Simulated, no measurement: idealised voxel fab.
Process module heading - voxel self aligned contacts
Section cut is 185 nm wide and gridded with 5 nm square cells.
In what follows, cross-sections appear as grids of square cells, described through bands that run from the top down, where every band is one or more rows of cells. Per band: top height and bottom height in nm, followed by the left-to-right materials and their widths in nm; "all across" marks a single material spanning edge to edge, "blank" marks empty space. A quick word on heights: they are counted from 0, and under that level the wafer as it came to us is one material throughout. The lowest band is different from the rest in having no bottom; it simply continues downward, written as in "0..down". With a width like "30 to 40", each row of cells in the band differs from the next by the same amount, the top row carrying the first number and the bottom row the second. The designation "left unchanged", where it is given for a processing step, indicates that no cell of the cross-section was altered in the course of that step. Listed in "Closed cavity list": every empty space of 8 or more cells without an open way to the top. Form: width x height at distance, the distance being from the left edge, all in nm. Heads up: the bit after the settings on a step's line is the simulator's remark on that step. A step's line can hold "overlay nm"; with a mask on that step, the setting says how far right of the planned place the mask lay, while a negative setting says it lay to the left.
[Steps planned for the process]
- 1: op RECEIVE | material Si
- 2: op CONFORMAL_DEP | material SiO2 | thk nm 5
- 3: op DIRECTIONAL_DEP | material polySi | thk nm 30
- 4: op DIRECTIONAL_DEP | material SiN | thk nm 20
- 5: op MASKED_ETCH | tone cover | mask id GATE | width nm 25 | pitch nm 60 | etch materials SiN | depth nm 20 | overlay nm 0
- 6: op MASKED_ETCH | tone cover | mask id GATE | width nm 25 | pitch nm 60 | etch materials polySi | depth nm 30 | overlay nm 0
- 7: op CONFORMAL_DEP | material SiN | thk nm 5
- 8: op DIRECTIONAL_ETCH | etch materials SiN | depth nm 10
- 9: op FILL_DEP | material SiO2 | thk nm 10
- 10: op CMP | height nm 60
- 11: op DIRECTIONAL_DEP | material aC | thk nm 10
- 12: op PATTERN | tone open | mask id CONTACT | material resist | width nm 45 | thk nm 25 | overlay nm 0
- 13: op DIRECTIONAL_ETCH | etch materials aC | depth nm 10
- 14: op STRIP | etch materials resist
- 15: op DIRECTIONAL_ETCH | etch materials SiO2 | depth nm 60
- 16: op STRIP | etch materials aC
- 17: op CONFORMAL_DEP | material TiN | thk nm 5
- 18: op FILL_DEP | material Ru | thk nm 10
- 19: op CMP | height nm 60
- 20: op CONFORMAL_DEP | material SiCN | thk nm 5
Don't read the plan's thk nm for step 7 as applying to every wafer: that's the first wafer's value, and the wafers differ in it, though they all start identical.
[Incoming state of the first of several wafers in cross-section: after step 1]
  0..down | Si all across
  Closed cavity list: none
[Per wafer (row), end of module: delta in cells per material since receipt, (+) for gained, (-) for lost; closed voids after that]
thk nm 5; +37 Ru; +37 SiCN; +66 SiN; +250 SiO2; +31 TiN; +60 polySi; Closed cavity list: none
thk nm 10; +11 Ru; +37 SiCN; +120 SiN; +222 SiO2; +31 TiN; +60 polySi; Closed cavity list: none
thk nm 15; +37 SiCN; +197 SiN; +177 SiO2; +10 TiN; +60 polySi; Closed cavity list: none
thk nm 20; +37 SiCN; +239 SiN; +145 SiO2; +60 polySi; Closed cavity list: none
thk nm 25; +37 SiCN; +267 SiN; +117 SiO2; +60 polySi; Closed cavity list: none
